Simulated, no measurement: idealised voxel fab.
process module | voxel quadruple lines
cross-section cut | 245 nm wide | cells 5 nm
A cross-section is a grid of square cells, given in bands from the top down. A band is one or more rows of cells.
Each band's line starts with the height of the band's top and of its bottom, in nm. Then come its materials from left to right, each with its width in nm. One material with "throughout" fills the band from edge to edge. "air" is empty space.
Height 0 is the level under which the wafer as received is all one material. The lowest band goes on downwards, as in "0 down".
A width such as "30 to 40" changes by the same amount from each row of cells to the next, from the band's top row to its bottom row.
"no change" after a step means that no cell of the cross-section changed.
closed voids: empty space of 8 cells or more with no open way to the top, each as width x height at its distance from the left edge, in nm
after a step's settings: what the simulator itself notes on the step
overlay nm, on a step with a mask: how far to the right of its planned place the mask lay; to the left if negative
plan
1 op RECEIVE | material Si
2 op CONFORMAL_DEP | material Al2O3 | thk nm 5
3 op DIRECTIONAL_DEP | material TiN | thk nm 10
4 op DIRECTIONAL_DEP | material polySi | thk nm 20
5 op DIRECTIONAL_DEP | material aC | thk nm 25
6 op PATTERN | tone cover | mask id MANDREL | material resist | width nm 35 | pitch nm 100 | thk nm 30 | overlay nm 0
7 op DIRECTIONAL_ETCH | etch materials aC | depth nm 25
8 op STRIP | etch materials resist
9 op CONFORMAL_DEP | material SiO2 | thk nm 15
10 op DIRECTIONAL_ETCH | etch materials SiO2 | depth nm 15
11 op STRIP | etch materials aC
12 op DIRECTIONAL_ETCH | etch materials polySi | depth nm 20
13 op STRIP | etch materials SiO2
14 op CONFORMAL_DEP | material SiCN | thk nm 10
15 op DIRECTIONAL_ETCH | etch materials SiCN | depth nm 10
16 op STRIP | etch materials polySi
17 op DIRECTIONAL_ETCH | etch materials TiN | depth nm 10
18 op STRIP | etch materials SiCN
as received, after step 1
  0 down: Si throughout
  closed voids: none
a wafer at the end: this start, this plan, one mistake
  15 to 10: Al2O3 throughout
  10 to 0: TiN throughout
  0 down: Si throughout
  closed voids: none
what went wrong: steps 2 and 3 were swapped
